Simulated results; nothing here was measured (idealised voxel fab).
Documented hereafter: the process module known as voxel transistor to metal.
This is section cut - it's 215 nm across, gridded in 5 nm square cells.
A cross-section in this document is a grid of square cells, and it is written down as bands, the top band listed before the ones below it; a band is made up of one or more rows of cells.
This entry defines a band. It first specifies the height of the band's top and the height of its bottom in nm, and then specifies the band's materials from left to right, stating each material with its width in nm. The word "full width" identifies a single material that fills the band from edge to edge, while the word "blank" identifies empty space.
Height is counted from the level 0, under which the received wafer is composed throughout of one material. The lowest of the bands is not closed at the bottom but continues downward, in the notation "0 and below".
Width spec "30->40" -> top row of cells at first value, bottom row at second value, equal per-row change in between.
"no change occurred" after a step means that no cell of the cross-section changed.
Entry "Closed void catalog". Content: empty spaces with no open connection to the top, size 8 cells or greater. Each: width x height at distance. Distance: from left edge. Unit: nm.
Text after the settings on a step's line: the simulator's own remark on that step.
"overlay nm", when on a step's line for a step with a mask, measures how far to the right of its planned place the mask lay; a negative measure means to the left.

# Listed below are the process steps as planned
- 1: RECEIVE with material Si
- 2: OXIDIZE with depth nm 5
- 3: CONFORMAL_DEP with material SiN, thk nm 10
- 4: DIRECTIONAL_DEP with material aC, thk nm 10
- 5: PATTERN with tone cover, mask id ACTIVE, material resist, width nm 120, thk nm 25, overlay nm 0
- 6: DIRECTIONAL_ETCH with etch materials aC, depth nm 10
- 7: STRIP with etch materials resist
- 8: DIRECTIONAL_ETCH with etch materials SiN, depth nm 10
- 9: DIRECTIONAL_ETCH with etch materials SiO2, depth nm 5
- 10: DIRECTIONAL_ETCH with etch materials Si, depth nm 25
- 11: STRIP with etch materials aC
- 12: FILL_DEP with material SiO2, thk nm 15
- 13: CMP with height nm 10
- 14: SELECTIVE_ETCH with etch materials SiO2, depth nm 5
- 15: STRIP with etch materials SiN
- 16: SELECTIVE_ETCH with etch materials SiO2, depth nm 5
- 17: OXIDIZE with depth nm 5
- 18: DIRECTIONAL_DEP with material polySi, thk nm 20
- 19: DIRECTIONAL_DEP with material SiCN, thk nm 10
- 20: MASKED_ETCH with tone cover, mask id GATE, width nm 30, etch materials SiCN, depth nm 20, overlay nm 0
- 21: MASKED_ETCH with tone cover, mask id GATE, width nm 30, etch materials polySi, depth nm 30, overlay nm 0
- 22: CONFORMAL_DEP with material SiO2, thk nm 5
- 23: DIRECTIONAL_ETCH with etch materials SiO2, depth nm 5
- 24: CONFORMAL_DEP with material SiN, thk nm 5
- 25: DIRECTIONAL_ETCH with etch materials SiN, depth nm 5
- 26: DIRECTIONAL_ETCH with etch materials SiO2, depth nm 5
- 27: EPI with material pSi, thk nm 5
- 28: FILL_DEP with material SiO2, thk nm 10
- 29: CMP with height nm 15
- 30: STRIP with etch materials polySi
- 31: SELECTIVE_ETCH with etch materials SiO2, depth nm 5
- 32: CONFORMAL_DEP with material HfO2, thk nm 5
- 33: CONFORMAL_DEP with material TiN, thk nm 5
- 34: FILL_DEP with material W, thk nm 10
- 35: CMP with height nm 10
- 36: DIRECTIONAL_DEP with material SiO2, thk nm 15
- 37: MASKED_ETCH with tone open, mask id CONTACT, width nm 20, pitch nm 90, etch materials SiO2, depth nm 30, overlay nm 0
- 38: CONFORMAL_DEP with material TiN, thk nm 5
- 39: FILL_DEP with material W, thk nm 10
- 40: CMP with height nm 25
- 41: CONFORMAL_DEP with material SiN, thk nm 5
- 42: DIRECTIONAL_DEP with material SiO2, thk nm 20
- 43: MASKED_ETCH with tone open, mask id METAL_1, width nm 20, pitch nm 90, etch materials SiO2, depth nm 20, overlay nm 0
- 44: MASKED_ETCH with tone open, mask id METAL_1, width nm 20, pitch nm 90, etch materials SiN, depth nm 5, overlay nm 0
- 45: CONFORMAL_DEP with material TiN, thk nm 5
- 46: FILL_DEP with material Ru, thk nm 5
- 47: CMP with height nm 50
- 48: CONFORMAL_DEP with material SiCN, thk nm 5

# Delivered wafer in cross-section: state after step 1
> 0 and below = Si full width
> Closed void catalog: none

# Here's the cross-section of the first of our two wafers at the end of the module - it ran as planned
> 55 down to 50 = SiCN full width
> 50 down to 30 = SiO2 50  TiN 5  Ru 10  TiN 5  SiO2 70  TiN 5  Ru 10  TiN 5  SiO2 55
> 30 down to 25 = SiN 50  TiN 20  SiN 70  TiN 20  SiN 55
> 25 down to 10 = SiO2 50  TiN 5  W 10  TiN 5  SiO2 70  TiN 5  W 10  TiN 5  SiO2 55
> 10 down to 0 = SiO2 50  TiN 5  W 10  TiN 5  SiO2 10  SiN 5  HfO2 5  TiN 5  W 20  TiN 5  HfO2 5  SiN 5  SiO2 10  TiN 5  W 10  TiN 5  SiO2 55
> 0 down to -5 = SiO2 45  SiN 5  TiN 20  SiO2 10  SiN 5  HfO2 5  TiN 30  HfO2 5  SiN 5  SiO2 10  TiN 20  SiN 5  SiO2 50
> -5 down to -10 = SiO2 50  pSi 30  SiO2 5  HfO2 40  SiO2 5  pSi 30  SiO2 55
> -10 down to -30 = SiO2 45  Si 120  SiO2 50
> -30 and below = Si full width
> Closed void catalog: none

# Same start, same plan as the first wafer - but one mistake in the run. Cross-section of the second of the two at the end of the module
> 55 down to 50 = SiCN full width
> 50 down to 30 = SiO2 50  TiN 5  Ru 10  TiN 5  SiO2 70  TiN 5  Ru 10  TiN 5  SiO2 55
> 30 down to 25 = SiN 50  TiN 20  SiN 70  TiN 20  SiN 55
> 25 down to 20 = W 70  TiN 25  W 20  TiN 25  W 75
> 20 down to 15 = TiN 75  HfO2 15  TiN 5  W 20  TiN 5  HfO2 15  TiN 80
> 15 down to 10 = HfO2 80  SiN 5  HfO2 5  TiN 5  W 20  TiN 5  HfO2 5  SiN 5  HfO2 85
> 10 down to 0 = SiO2 80  SiN 5  HfO2 5  TiN 5  W 20  TiN 5  HfO2 5  SiN 5  SiO2 85
> 0 down to -5 = SiO2 45  SiN 5  SiO2 30  SiN 5  HfO2 5  TiN 30  HfO2 5  SiN 5  SiO2 30  SiN 5  SiO2 50
> -5 down to -10 = SiO2 50  pSi 30  SiO2 5  HfO2 40  SiO2 5  pSi 30  SiO2 55
> -10 down to -30 = SiO2 45  Si 120  SiO2 50
> -30 and below = Si full width
> Closed void catalog: none
Error vs. plan: step 35 was left out
Final cells, second wafer relative to first, materials higher or lower: HfO2: 41 more, SiN: 2 more, SiO2: 81 fewer, TiN: 17 more, W: 21 more
